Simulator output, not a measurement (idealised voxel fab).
The document below concerns the process module designated voxel spacer lines.
Section cut is 210 nm wide and gridded with 5 nm square cells.
Each cross-section below is a grid of square cells, stated as bands in top-down order, with one or more rows of cells making up each band.
Heights first: top, then bottom, in nm. Then materials, left to right, each with a width in nm. "full width" on a single material: fills the band edge to edge. "blank": empty space.
The reference from which all heights are counted is 0, the level beneath which the as-received wafer is entirely one material; the lowest band, having no lower bound, proceeds downward and is written after the example "0 and below".
You'd read "30 to 40" like this: the band's top row of cells is as wide as the first number, its bottom row is as wide as the second, and going down, every row changes width by the same amount as the row before did.
Where a step carries "no alterations made", the cross-section came out of it unchanged, cell for cell.
Empty spaces without an open route to the top, at least 8 cells in extent, make up the entry "Closed internal cavities"; each is given as width x height at distance, where the distance is measured from the left edge, and all are in nm.
On each step's line, the part that comes after the settings is the simulator's own comment on the step.
A step's line can hold "overlay nm"; with a mask on that step, the setting says how far right of the planned place the mask lay, while a negative setting says it lay to the left.

SET OUT BELOW ARE THE PLANNED STEPS OF THE PROCESS
1) op RECEIVE | material Si
2) op CONFORMAL_DEP | material Al2O3 | thk nm 5
3) op DIRECTIONAL_DEP | material polySi | thk nm 15
4) op DIRECTIONAL_DEP | material aC | thk nm 20
5) op PATTERN | tone cover | mask id MANDREL | material resist | width nm 15 | pitch nm 60 | thk nm 25 | overlay nm 0
6) op DIRECTIONAL_ETCH | etch materials aC | depth nm 20
7) op STRIP | etch materials resist
8) op CONFORMAL_DEP | material SiO2 | thk nm 15
9) op DIRECTIONAL_ETCH | etch materials SiO2 | depth nm 15
10) op STRIP | etch materials aC
11) op DIRECTIONAL_ETCH | etch materials polySi | depth nm 15
12) op STRIP | etch materials SiO2
13) op FILL_DEP | material SiO2 | thk nm 10
14) op CMP | height nm 20

FIRST WAFER OF TWO (RUN AS PLANNED)

WAFER CROSS-SECTION ON RECEIPT, I.E. AFTER STEP 1
    0 and below = Si full width
    Closed internal cavities: none

CROSS-SECTION OF THE WAFER AFTER STEP 2
    5 down to 0 = Al2O3 full width
    Note: structure below 0 unchanged.

CROSS-SECTION OF THE WAFER AFTER STEP 3
    20 down to 5 = polySi full width
    Note: structure below 5 unchanged.

CROSS-SECTION OF THE WAFER AFTER STEP 4
    40 down to 20 = aC full width
    Note: structure below 20 unchanged.

CROSS-SECTION OF THE WAFER AFTER STEP 5
    65 down to 40 = blank (65), resist (15), blank (45), resist (15), blank (70)
    Note: structure below 40 unchanged.

CROSS-SECTION OF THE WAFER AFTER STEP 6
    45 down to 40 = blank (65), resist (15), blank (45), resist (15), blank (70)
    40 down to 20 = blank (65), aC (15), blank (45), aC (15), blank (70)
    Note: structure below 20 unchanged.

CROSS-SECTION OF THE WAFER AFTER STEP 7
    40 down to 20 = blank (65), aC (15), blank (45), aC (15), blank (70)
    Note: structure below 20 unchanged.

CROSS-SECTION OF THE WAFER AFTER STEP 8
    55 down to 40 = blank (50), SiO2 (45), blank (15), SiO2 (45), blank (55)
    40 down to 35 = blank (50), SiO2 (15), aC (15), SiO2 (15), blank (15), SiO2 (15), aC (15), SiO2 (15), blank (55)
    35 down to 20 = SiO2 (65), aC (15), SiO2 (45), aC (15), SiO2 (70)
    Note: structure below 20 unchanged.

CROSS-SECTION OF THE WAFER AFTER STEP 9
    40 down to 20 = blank (50), SiO2 (15), aC (15), SiO2 (15), blank (15), SiO2 (15), aC (15), SiO2 (15), blank (55)
    Note: structure below 20 unchanged.

CROSS-SECTION OF THE WAFER AFTER STEP 10
    40 down to 20 = blank (50), SiO2 (15), blank (15), SiO2 (15), blank (15), SiO2 (15), blank (15), SiO2 (15), blank (55)
    Note: structure below 20 unchanged.

CROSS-SECTION OF THE WAFER AFTER STEP 11
    40 down to 20 = blank (50), SiO2 (15), blank (15), SiO2 (15), blank (15), SiO2 (15), blank (15), SiO2 (15), blank (55)
    20 down to 5 = blank (50), polySi (15), blank (15), polySi (15), blank (15), polySi (15), blank (15), polySi (15), blank (55)
    Note: structure below 5 unchanged.

CROSS-SECTION OF THE WAFER AFTER STEP 12
    20 down to 5 = blank (50), polySi (15), blank (15), polySi (15), blank (15), polySi (15), blank (15), polySi (15), blank (55)
    Note: structure below 5 unchanged.

CROSS-SECTION OF THE WAFER AFTER STEP 13
    30 down to 20 = SiO2 full width
    20 down to 5 = SiO2 (50), polySi (15), SiO2 (15), polySi (15), SiO2 (15), polySi (15), SiO2 (15), polySi (15), SiO2 (55)
    Note: structure below 5 unchanged.

CROSS-SECTION OF THE WAFER AFTER STEP 14
    20 down to 5 = SiO2 (50), polySi (15), SiO2 (15), polySi (15), SiO2 (15), polySi (15), SiO2 (15), polySi (15), SiO2 (55)
    Note: structure below 5 unchanged.

NOTES, SECOND WAFER: START = FIRST WAFER'S, PLAN = FIRST WAFER'S, EXECUTION HAD ONE MISTAKE; HISTORY IDENTICAL TO FIRST THROUGH STEP 1

WHEN STEP 2 SHOULD HAVE ENDED
    15 down to 0 = polySi full width
    Note: structure below 0 unchanged.

WHEN STEP 3 SHOULD HAVE ENDED
    20 down to 15 = Al2O3 full width
    Note: structure below 15 unchanged.

WHEN STEP 4 SHOULD HAVE ENDED
    40 down to 20 = aC full width
    Note: structure below 20 unchanged.

WHEN STEP 5 SHOULD HAVE ENDED
    65 down to 40 = blank (65), resist (15), blank (45), resist (15), blank (70)
    Note: structure below 40 unchanged.

WHEN STEP 6 SHOULD HAVE ENDED
    45 down to 40 = blank (65), resist (15), blank (45), resist (15), blank (70)
    40 down to 20 = blank (65), aC (15), blank (45), aC (15), blank (70)
    Note: structure below 20 unchanged.

WHEN STEP 7 SHOULD HAVE ENDED
    40 down to 20 = blank (65), aC (15), blank (45), aC (15), blank (70)
    Note: structure below 20 unchanged.

WHEN STEP 8 SHOULD HAVE ENDED
    55 down to 40 = blank (50), SiO2 (45), blank (15), SiO2 (45), blank (55)
    40 down to 35 = blank (50), SiO2 (15), aC (15), SiO2 (15), blank (15), SiO2 (15), aC (15), SiO2 (15), blank (55)
    35 down to 20 = SiO2 (65), aC (15), SiO2 (45), aC (15), SiO2 (70)
    Note: structure below 20 unchanged.

WHEN STEP 9 SHOULD HAVE ENDED
    40 down to 20 = blank (50), SiO2 (15), aC (15), SiO2 (15), blank (15), SiO2 (15), aC (15), SiO2 (15), blank (55)
    Note: structure below 20 unchanged.

WHEN STEP 10 SHOULD HAVE ENDED
    40 down to 20 = blank (50), SiO2 (15), blank (15), SiO2 (15), blank (15), SiO2 (15), blank (15), SiO2 (15), blank (55)
    Note: structure below 20 unchanged.

when step 11 should have ended: no alterations made

WHEN STEP 12 SHOULD HAVE ENDED
    20 down to 15 = Al2O3 full width
    Note: structure below 15 unchanged.

WHEN STEP 13 SHOULD HAVE ENDED
    30 down to 20 = SiO2 full width
    Note: structure below 20 unchanged.

WHEN STEP 14 SHOULD HAVE ENDED
    20 down to 15 = Al2O3 full width
    Note: structure below 15 unchanged.
Deviation noted in wafer processing: deviation from plan: step 3 and step 2 executed in one another's positions
Final difference in cells, second wafer against first, listed per material as more or fewer: SiO2: 90 fewer | polySi: 90 more
